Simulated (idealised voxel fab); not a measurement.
The name of this process module is voxel air gaps.
Cross-section cut spans 205 nm and uses square cells 5 nm in size.
Think of the cross-section as a grid of square cells. We describe it in bands, top to bottom, and each band covers one or more rows of those cells.
Look at the band entry: it leads with the top's height and the bottom's height in nm. Then it lists the materials left to right, with a width in nm for each. The word "everywhere" on a single material says that material fills the band edge to edge. The word "blank" is empty space.
Heights are reckoned from 0. Under this level, the received wafer is all of one material. The bottommost band is open-ended downward, for example "top 0, no bottom".
Width spec "30->40" -> top row of cells at first value, bottom row at second value, equal per-row change in between.
You'll sometimes find "all unchanged" written for a step, and that's the way of saying that nowhere in the cross-section did a cell change during that step.
If an empty space has no open way to the top and is at least 8 cells in size, "Enclosed void list" lists it, written width x height at distance, where distance is measured from the left edge and every value is in nm.
Post-settings text on a step line: simulator's own remark regarding the step.
overlay nm: how far to the right of its planned place the mask lay on this masked step (negative: to the left).
[Process steps - plan]
1 RECEIVE,material Si
2 CONFORMAL_DEP,material SiO2,thk nm 10
3 CONFORMAL_DEP,material SiN,thk nm 5
4 DIRECTIONAL_DEP,material lowk,thk nm 35
5 PATTERN,tone open,mask id LINES,material resist,width nm 20,pitch nm 50,thk nm 20,overlay nm 0
6 DIRECTIONAL_ETCH,etch materials lowk,depth nm 35
7 STRIP,etch materials resist
8 CONFORMAL_DEP,material TiN,thk nm 5
9 FILL_DEP,material Cu,thk nm 10
10 CMP,height nm 50
11 EPI,material Ru,thk nm 10
12 SELECTIVE_ETCH,etch materials lowk,depth nm 45
13 CONFORMAL_DEP,material SiCN,thk nm 5
[Step 1 complete: cross-section of the wafer as received]
> top 0, no bottom: Si everywhere
> Enclosed void list: none
[One mistake in running the module, otherwise start and plan as above: cross-section at the end]
> top 55, bottom 50: blank 25 / SiCN 150 / blank 30
> top 50, bottom 40: blank 25 / SiCN 5 / Ru 40 / SiCN 10 / Ru 40 / SiCN 10 / Ru 40 / SiCN 5 / blank 30
> top 40, bottom 35: blank 25 / SiCN 15 / TiN 5 / Cu 10 / TiN 5 / SiCN 30 / TiN 5 / Cu 10 / TiN 5 / SiCN 30 / TiN 5 / Cu 10 / TiN 5 / SiCN 15 / blank 30
> top 35, bottom 20: blank 35 / SiCN 5 / TiN 5 / Cu 10 / TiN 5 / SiCN 5 / blank 20 / SiCN 5 / TiN 5 / Cu 10 / TiN 5 / SiCN 5 / blank 20 / SiCN 5 / TiN 5 / Cu 10 / TiN 5 / SiCN 5 / blank 40
> top 20, bottom 15: SiCN 40 / TiN 20 / SiCN 30 / TiN 20 / SiCN 30 / TiN 20 / SiCN 45
> top 15, bottom 10: SiN everywhere
> top 10, bottom 0: SiO2 everywhere
> top 0, no bottom: Si everywhere
> Enclosed void list: 20 x 15 at 65; 20 x 15 at 115
Where did the run depart from the plan? step 10 ran differently from the plan; actual operation with settings: CMP,height nm 40
